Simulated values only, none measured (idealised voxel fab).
Proc. module: voxel self aligned vias
Cross-section cut spans 210 nm and uses square cells 5 nm in size.
Think of the cross-section as a grid of square cells. We describe it in bands, top to bottom, and each band covers one or more rows of those cells. Per band: top height and bottom height in nm, followed by the left-to-right materials and their widths in nm; "edge to edge" marks a single material spanning edge to edge, "blank" marks empty space. A quick word on heights: they are counted from 0, and under that level the wafer as it came to us is one material throughout. The lowest band is different from the rest in having no bottom; it simply continues downward, written as in "z 0 and below". You'd read "30 to 40" like this: the band's top row of cells is as wide as the first number, its bottom row is as wide as the second, and going down, every row changes width by the same amount as the row before did. What does "nothing different" mean for a step? It means no cell of the cross-section changed in that step. Under "Catalogued sealed voids" you'll find the enclosed gaps, the ones with no way out to the top, that are 8 cells or bigger; each reads width x height at distance, with distance counted from the left edge, everything in nm. If you see something after the settings on a step's line, that's the simulator's own remark about that step. If you see "overlay nm" on a step's line and that step has a mask, it's telling you how far right of where it was planned the mask ended up; a negative number means it went left instead.
### List of planned process steps
1) RECEIVE, material Si
2) CONFORMAL_DEP, material SiO2, thk nm 15
3) CONFORMAL_DEP, material SiCN, thk nm 5
4) DIRECTIONAL_DEP, material SiO2, thk nm 25
5) PATTERN, tone open, mask id LINES, material resist, width nm 20, pitch nm 60, thk nm 15, overlay nm 0
6) DIRECTIONAL_ETCH, etch materials SiO2, depth nm 25
7) STRIP, etch materials resist
8) CONFORMAL_DEP, material TiN, thk nm 5
9) FILL_DEP, material Ru, thk nm 5
10) CMP, height nm 45
11) SELECTIVE_ETCH, etch materials W Ru TiN, depth nm 10
12) FILL_DEP, material SiN, thk nm 5
13) CMP, height nm 45
14) DIRECTIONAL_DEP, material SiO2, thk nm 20
15) DIRECTIONAL_DEP, material aC, thk nm 10
16) PATTERN, tone open, mask id VIAS, material resist, width nm 30, thk nm 30, overlay nm 0
17) DIRECTIONAL_ETCH, etch materials aC, depth nm 10
18) STRIP, etch materials resist
19) DIRECTIONAL_ETCH, etch materials SiO2, depth nm 20
20) DIRECTIONAL_ETCH, etch materials SiN, depth nm 10
21) STRIP, etch materials aC
22) CONFORMAL_DEP, material TiN, thk nm 5
23) FILL_DEP, material Cu, thk nm 5
24) CMP, height nm 65
25) CONFORMAL_DEP, material SiCN, thk nm 5
### Of two wafers, the first: run according to plan
### Cross-section: wafer on arrival = after step 1
- z 0 and below: Si edge to edge
- Catalogued sealed voids: none
### Cross-section through the wafer, step 2 finished
- z 15 to 0: SiO2 edge to edge
- Unchanged below 0.
### Cross-section through the wafer, step 3 finished
- z 20 to 15: SiCN edge to edge
- Unchanged below 15.
### Cross-section through the wafer, step 4 finished
- z 45 to 20: SiO2 edge to edge
- Unchanged below 20.
### Cross-section through the wafer, step 5 finished
- z 60 to 45: 65 resist; 20 blank; 40 resist; 20 blank; 65 resist
- Unchanged below 45.
### Cross-section through the wafer, step 6 finished
- z 60 to 45: 65 resist; 20 blank; 40 resist; 20 blank; 65 resist
- z 45 to 20: 65 SiO2; 20 blank; 40 SiO2; 20 blank; 65 SiO2
- Unchanged below 20.
### Cross-section through the wafer, step 7 finished
- z 45 to 20: 65 SiO2; 20 blank; 40 SiO2; 20 blank; 65 SiO2
- Unchanged below 20.
### Cross-section through the wafer, step 8 finished
- z 50 to 45: 70 TiN; 10 blank; 50 TiN; 10 blank; 70 TiN
- z 45 to 25: 65 SiO2; 5 TiN; 10 blank; 5 TiN; 40 SiO2; 5 TiN; 10 blank; 5 TiN; 65 SiO2
- z 25 to 20: 65 SiO2; 20 TiN; 40 SiO2; 20 TiN; 65 SiO2
- Unchanged below 20.
### Cross-section through the wafer, step 9 finished
- z 55 to 50: Ru edge to edge
- z 50 to 45: 70 TiN; 10 Ru; 50 TiN; 10 Ru; 70 TiN
- z 45 to 25: 65 SiO2; 5 TiN; 10 Ru; 5 TiN; 40 SiO2; 5 TiN; 10 Ru; 5 TiN; 65 SiO2
- Unchanged below 25.
### Cross-section through the wafer, step 10 finished
- z 45 to 25: 65 SiO2; 5 TiN; 10 Ru; 5 TiN; 40 SiO2; 5 TiN; 10 Ru; 5 TiN; 65 SiO2
- Unchanged below 25.
### Cross-section through the wafer, step 11 finished
- z 45 to 35: 65 SiO2; 20 blank; 40 SiO2; 20 blank; 65 SiO2
- Unchanged below 35.
### Cross-section through the wafer, step 12 finished
- z 50 to 45: SiN edge to edge
- z 45 to 35: 65 SiO2; 20 SiN; 40 SiO2; 20 SiN; 65 SiO2
- Unchanged below 35.
### Cross-section through the wafer, step 13 finished
- z 45 to 35: 65 SiO2; 20 SiN; 40 SiO2; 20 SiN; 65 SiO2
- Unchanged below 35.
### Cross-section through the wafer, step 14 finished
- z 65 to 45: SiO2 edge to edge
- Unchanged below 45.
### Cross-section through the wafer, step 15 finished
- z 75 to 65: aC edge to edge
- Unchanged below 65.
### Cross-section through the wafer, step 16 finished
- z 105 to 75: 60 resist; 30 blank; 120 resist
- Unchanged below 75.
### Cross-section through the wafer, step 17 finished
- z 95 to 75: 60 resist; 30 blank; 120 resist
- z 75 to 65: 60 aC; 30 blank; 120 aC
- Unchanged below 65.
### Cross-section through the wafer, step 18 finished
- z 75 to 65: 60 aC; 30 blank; 120 aC
- Unchanged below 65.
### Cross-section through the wafer, step 19 finished
- z 75 to 65: 60 aC; 30 blank; 120 aC
- z 65 to 45: 60 SiO2; 30 blank; 120 SiO2
- Unchanged below 45.
### Cross-section through the wafer, step 20 finished
- z 75 to 65: 60 aC; 30 blank; 120 aC
- z 65 to 45: 60 SiO2; 30 blank; 120 SiO2
- z 45 to 35: 65 SiO2; 20 blank; 40 SiO2; 20 SiN; 65 SiO2
- Unchanged below 35.
### Cross-section through the wafer, step 21 finished
- z 65 to 45: 60 SiO2; 30 blank; 120 SiO2
- Unchanged below 45.
### Cross-section through the wafer, step 22 finished
- z 70 to 65: 65 TiN; 20 blank; 125 TiN
- z 65 to 50: 60 SiO2; 5 TiN; 20 blank; 5 TiN; 120 SiO2
- z 50 to 45: 60 SiO2; 10 TiN; 10 blank; 10 TiN; 120 SiO2
- z 45 to 40: 65 SiO2; 5 TiN; 10 blank; 5 TiN; 40 SiO2; 20 SiN; 65 SiO2
- z 40 to 35: 65 SiO2; 20 TiN; 40 SiO2; 20 SiN; 65 SiO2
- Unchanged below 35.
### Cross-section through the wafer, step 23 finished
- z 75 to 70: Cu edge to edge
- z 70 to 65: 65 TiN; 20 Cu; 125 TiN
- z 65 to 50: 60 SiO2; 5 TiN; 20 Cu; 5 TiN; 120 SiO2
- z 50 to 45: 60 SiO2; 10 TiN; 10 Cu; 10 TiN; 120 SiO2
- z 45 to 40: 65 SiO2; 5 TiN; 10 Cu; 5 TiN; 40 SiO2; 20 SiN; 65 SiO2
- Unchanged below 40.
### Cross-section through the wafer, step 24 finished
- z 65 to 50: 60 SiO2; 5 TiN; 20 Cu; 5 TiN; 120 SiO2
- Unchanged below 50.
### Cross-section through the wafer, step 25 finished
- z 70 to 65: SiCN edge to edge
- Unchanged below 65.
### The remaining wafer, second of the two, started like the first and was run to the same plan, except that one mistake was made along the way; the two coincide through step 4, inclusive
### What the second wafer looks like in cross-section when step 5 should have wrapped up
- z 60 to 45: 60 resist; 30 blank; 30 resist; 30 blank; 60 resist
- Unchanged below 45.
### What the second wafer looks like in cross-section when step 6 should have wrapped up
- z 60 to 45: 60 resist; 30 blank; 30 resist; 30 blank; 60 resist
- z 45 to 20: 60 SiO2; 30 blank; 30 SiO2; 30 blank; 60 SiO2
- Unchanged below 20.
### What the second wafer looks like in cross-section when step 7 should have wrapped up
- z 45 to 20: 60 SiO2; 30 blank; 30 SiO2; 30 blank; 60 SiO2
- Unchanged below 20.
### What the second wafer looks like in cross-section when step 8 should have wrapped up
- z 50 to 45: 65 TiN; 20 blank; 40 TiN; 20 blank; 65 TiN
- z 45 to 25: 60 SiO2; 5 TiN; 20 blank; 5 TiN; 30 SiO2; 5 TiN; 20 blank; 5 TiN; 60 SiO2
- z 25 to 20: 60 SiO2; 30 TiN; 30 SiO2; 30 TiN; 60 SiO2
- Unchanged below 20.
### What the second wafer looks like in cross-section when step 9 should have wrapped up
- z 55 to 50: Ru edge to edge
- z 50 to 45: 65 TiN; 20 Ru; 40 TiN; 20 Ru; 65 TiN
- z 45 to 25: 60 SiO2; 5 TiN; 20 Ru; 5 TiN; 30 SiO2; 5 TiN; 20 Ru; 5 TiN; 60 SiO2
- Unchanged below 25.
### What the second wafer looks like in cross-section when step 10 should have wrapped up
- z 45 to 25: 60 SiO2; 5 TiN; 20 Ru; 5 TiN; 30 SiO2; 5 TiN; 20 Ru; 5 TiN; 60 SiO2
- Unchanged below 25.
### What the second wafer looks like in cross-section when step 11 should have wrapped up
- z 45 to 35: 60 SiO2; 30 blank; 30 SiO2; 30 blank; 60 SiO2
- Unchanged below 35.
### What the second wafer looks like in cross-section when step 12 should have wrapped up
- z 50 to 45: SiN edge to edge
- z 45 to 35: 60 SiO2; 30 SiN; 30 SiO2; 30 SiN; 60 SiO2
- Unchanged below 35.
### What the second wafer looks like in cross-section when step 13 should have wrapped up
- z 45 to 35: 60 SiO2; 30 SiN; 30 SiO2; 30 SiN; 60 SiO2
- Unchanged below 35.
### What the second wafer looks like in cross-section when step 14 should have wrapped up
- z 65 to 45: SiO2 edge to edge
- Unchanged below 45.
### What the second wafer looks like in cross-section when step 15 should have wrapped up
- z 75 to 65: aC edge to edge
- Unchanged below 65.
### What the second wafer looks like in cross-section when step 16 should have wrapped up
- z 105 to 75: 60 resist; 30 blank; 120 resist
- Unchanged below 75.
### What the second wafer looks like in cross-section when step 17 should have wrapped up
- z 95 to 75: 60 resist; 30 blank; 120 resist
- z 75 to 65: 60 aC; 30 blank; 120 aC
- Unchanged below 65.
### What the second wafer looks like in cross-section when step 18 should have wrapped up
- z 75 to 65: 60 aC; 30 blank; 120 aC
- Unchanged below 65.
### What the second wafer looks like in cross-section when step 19 should have wrapped up
- z 75 to 65: 60 aC; 30 blank; 120 aC
- z 65 to 45: 60 SiO2; 30 blank; 120 SiO2
- Unchanged below 45.
### What the second wafer looks like in cross-section when step 20 should have wrapped up
- z 75 to 65: 60 aC; 30 blank; 120 aC
- z 65 to 45: 60 SiO2; 30 blank; 120 SiO2
- z 45 to 35: 60 SiO2; 30 blank; 30 SiO2; 30 SiN; 60 SiO2
- Unchanged below 35.
### What the second wafer looks like in cross-section when step 21 should have wrapped up
- z 65 to 45: 60 SiO2; 30 blank; 120 SiO2
- Unchanged below 45.
### What the second wafer looks like in cross-section when step 22 should have wrapped up
- z 70 to 65: 65 TiN; 20 blank; 125 TiN
- z 65 to 45: 60 SiO2; 5 TiN; 20 blank; 5 TiN; 120 SiO2
- z 45 to 40: 60 SiO2; 5 TiN; 20 blank; 5 TiN; 30 SiO2; 30 SiN; 60 SiO2
- z 40 to 35: 60 SiO2; 30 TiN; 30 SiO2; 30 SiN; 60 SiO2
- Unchanged below 35.
### What the second wafer looks like in cross-section when step 23 should have wrapped up
- z 75 to 70: Cu edge to edge
- z 70 to 65: 65 TiN; 20 Cu; 125 TiN
- z 65 to 45: 60 SiO2; 5 TiN; 20 Cu; 5 TiN; 120 SiO2
- z 45 to 40: 60 SiO2; 5 TiN; 20 Cu; 5 TiN; 30 SiO2; 30 SiN; 60 SiO2
- Unchanged below 40.
### What the second wafer looks like in cross-section when step 24 should have wrapped up
- z 65 to 45: 60 SiO2; 5 TiN; 20 Cu; 5 TiN; 120 SiO2
- Unchanged below 45.
### What the second wafer looks like in cross-section when step 25 should have wrapped up
- z 70 to 65: SiCN edge to edge
- Unchanged below 65.
The plan and the run diverged here: step 5 changed vs plan, executed as PATTERN, tone open, mask id LINES, material resist, width nm 30, pitch nm 60, thk nm 15, overlay nm 0
at the end the second wafer has, in cells: 4 more of Cu; 8 more of Ru; 4 more of SiN; 20 fewer of SiO2; 4 more of TiN
